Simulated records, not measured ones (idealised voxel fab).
process module | voxel self aligned vias
cross-section cut | 210 nm wide | cells 5 nm
A cross-section is a grid of square cells, given in bands from the top down. A band is one or more rows of cells.
Each band's line starts with the height of the band's top and of its bottom, in nm. Then come its materials from left to right, each with its width in nm. One material with "throughout" fills the band from edge to edge. "air" is empty space.
Height 0 is the level under which the wafer as received is all one material. The lowest band goes on downwards, as in "0 down".
A width such as "30 to 40" changes by the same amount from each row of cells to the next, from the band's top row to its bottom row.
"no change" after a step means that no cell of the cross-section changed.
closed voids: empty space of 8 cells or more with no open way to the top, each as width x height at its distance from the left edge, in nm
after a step's settings: what the simulator itself notes on the step
overlay nm, on a step with a mask: how far to the right of its planned place the mask lay; to the left if negative
plan
1 op RECEIVE | material Si
2 op CONFORMAL_DEP | material SiO2 | thk nm 10
3 op CONFORMAL_DEP | material SiCN | thk nm 5
4 op DIRECTIONAL_DEP | material SiO2 | thk nm 30
5 op PATTERN | tone open | mask id LINES | material resist | width nm 20 | pitch nm 65 | thk nm 15 | overlay nm 0
6 op DIRECTIONAL_ETCH | etch materials SiO2 | depth nm 30
7 op STRIP | etch materials resist
8 op CONFORMAL_DEP | material TiN | thk nm 5
9 op FILL_DEP | material W | thk nm 5
10 op CMP | height nm 45
11 op SELECTIVE_ETCH | etch materials W Ru TiN | depth nm 5
12 op FILL_DEP | material SiN | thk nm 5
13 op CMP | height nm 45
14 op DIRECTIONAL_DEP | material SiO2 | thk nm 20
15 op DIRECTIONAL_DEP | material aC | thk nm 10
16 op PATTERN | tone open | mask id VIAS | material resist | width nm 40 | pitch nm 130 | thk nm 30 | overlay nm 0
17 op DIRECTIONAL_ETCH | etch materials aC | depth nm 10
18 op STRIP | etch materials resist
19 op DIRECTIONAL_ETCH | etch materials SiO2 | depth nm 20
20 op DIRECTIONAL_ETCH | etch materials SiN | depth nm 5
21 op STRIP | etch materials aC
22 op CONFORMAL_DEP | material TiN | thk nm 5
23 op FILL_DEP | material Cu | thk nm 5
24 op CMP | height nm 65
25 op CONFORMAL_DEP | material SiCN | thk nm 5
as received, after step 1
  0 down: Si throughout
  closed voids: none
a wafer at the end: this start, this plan, one mistake
  70 to 65: SiCN throughout
  65 to 45: SiO2 20 | TiN 5 | Cu 30 | TiN 5 | SiO2 90 | TiN 5 | Cu 30 | TiN 5 | SiO2 20
  45 to 40: SiN 20 | TiN 40 | SiN 90 | TiN 40 | SiN 20
  40 to 20: SiO2 30 | TiN 5 | W 10 | TiN 5 | SiO2 45 | TiN 5 | W 10 | TiN 5 | SiO2 45 | TiN 5 | W 10 | TiN 5 | SiO2 30
  20 to 15: SiO2 30 | TiN 20 | SiO2 45 | TiN 20 | SiO2 45 | TiN 20 | SiO2 30
  15 to 10: SiCN throughout
  10 to 0: SiO2 throughout
  0 down: Si throughout
  closed voids: none
what went wrong: step 4 ran as: op DIRECTIONAL_DEP | material SiO2 | thk nm 25
